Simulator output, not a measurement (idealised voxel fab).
process module | voxel ribs on slabs
cross-section cut | 285 nm wide | cells 5 nm
A cross-section is a grid of square cells, given in bands from the top down. A band is one or more rows of cells.
Each band's line starts with the height of the band's top and of its bottom, in nm. Then come its materials from left to right, each with its width in nm. One material with "throughout" fills the band from edge to edge. "air" is empty space.
Height 0 is the level under which the wafer as received is all one material. The lowest band goes on downwards, as in "0 down".
A width such as "30 to 40" changes by the same amount from each row of cells to the next, from the band's top row to its bottom row.
"no change" after a step means that no cell of the cross-section changed.
closed voids: empty space of 8 cells or more with no open way to the top, each as width x height at its distance from the left edge, in nm
after a step's settings: what the simulator itself notes on the step
overlay nm, on a step with a mask: how far to the right of its planned place the mask lay; to the left if negative
plan
1 op RECEIVE | material Si
2 op DIRECTIONAL_DEP | material SiO2 | thk nm 25
3 op DIRECTIONAL_DEP | material SiN | thk nm 15
4 op PATTERN | tone cover | mask id RIB | material resist | width nm 30 | thk nm 15 | overlay nm 0
5 op DIRECTIONAL_ETCH | etch materials SiN | depth nm 10
6 op STRIP | etch materials resist
7 op MASKED_ETCH | tone cover | mask id SLAB | width nm 70 | etch materials SiN | depth nm 5 | overlay nm 0
8 op FILL_DEP | material SiO2 | thk nm 25
9 op CMP | height nm 60
10 op DIRECTIONAL_DEP | material TiN | thk nm 10
11 op DIRECTIONAL_DEP | material aC | thk nm 10
12 op PATTERN | tone cover | mask id HEATER | material resist | width nm 40 | thk nm 30 | overlay nm 0
13 op DIRECTIONAL_ETCH | etch materials aC | depth nm 10
14 op STRIP | etch materials resist
15 op DIRECTIONAL_ETCH | etch materials TiN | depth nm 10
16 op STRIP | etch materials aC
17 op CONFORMAL_DEP | material SiN | thk nm 5
first wafer, as planned
as received, after step 1
  0 down: Si throughout
  closed voids: none
after step 2
  25 to 0: SiO2 throughout
  below 0: unchanged
after step 3
  40 to 25: SiN throughout
  below 25: unchanged
after step 4
  55 to 40: air 125 | resist 30 | air 130
  below 40: unchanged
after step 5
  55 to 40: air 125 | resist 30 | air 130
  40 to 30: air 125 | SiN 30 | air 130
  below 30: unchanged
after step 6
  40 to 30: air 125 | SiN 30 | air 130
  below 30: unchanged
after step 7
  40 to 30: air 125 | SiN 30 | air 130
  30 to 25: air 105 | SiN 70 | air 110
  below 25: unchanged
after step 8
  65 to 40: SiO2 throughout
  40 to 30: SiO2 125 | SiN 30 | SiO2 130
  30 to 25: SiO2 105 | SiN 70 | SiO2 110
  below 25: unchanged
after step 9
  60 to 40: SiO2 throughout
  below 40: unchanged
after step 10
  70 to 60: TiN throughout
  below 60: unchanged
after step 11
  80 to 70: aC throughout
  below 70: unchanged
after step 12
  110 to 80: air 120 | resist 40 | air 125
  below 80: unchanged
after step 13
  100 to 80: air 120 | resist 40 | air 125
  80 to 70: air 120 | aC 40 | air 125
  below 70: unchanged
after step 14
  80 to 70: air 120 | aC 40 | air 125
  below 70: unchanged
after step 15
  80 to 70: air 120 | aC 40 | air 125
  70 to 60: air 120 | TiN 40 | air 125
  below 60: unchanged
after step 16
  70 to 60: air 120 | TiN 40 | air 125
  below 60: unchanged
after step 17
  75 to 70: air 115 | SiN 50 | air 120
  70 to 65: air 115 | SiN 5 | TiN 40 | SiN 5 | air 120
  65 to 60: SiN 120 | TiN 40 | SiN 125
  below 60: unchanged
second wafer: like start, like plan, one mistake. Through step 8 it matches the first wafer
when step 9 should have ended
  50 to 40: SiO2 throughout
  below 40: unchanged
when step 10 should have ended
  60 to 50: TiN throughout
  below 50: unchanged
when step 11 should have ended
  70 to 60: aC throughout
  below 60: unchanged
when step 12 should have ended
  100 to 70: air 120 | resist 40 | air 125
  below 70: unchanged
when step 13 should have ended
  90 to 70: air 120 | resist 40 | air 125
  70 to 60: air 120 | aC 40 | air 125
  below 60: unchanged
when step 14 should have ended
  70 to 60: air 120 | aC 40 | air 125
  below 60: unchanged
when step 15 should have ended
  70 to 60: air 120 | aC 40 | air 125
  60 to 50: air 120 | TiN 40 | air 125
  below 50: unchanged
when step 16 should have ended
  60 to 50: air 120 | TiN 40 | air 125
  below 50: unchanged
when step 17 should have ended
  65 to 60: air 115 | SiN 50 | air 120
  60 to 55: air 115 | SiN 5 | TiN 40 | SiN 5 | air 120
  55 to 50: SiN 120 | TiN 40 | SiN 125
  below 50: unchanged
what went wrong: step 9 ran as: op CMP | height nm 50
at the end the second wafer has, in cells: 114 fewer of SiO2
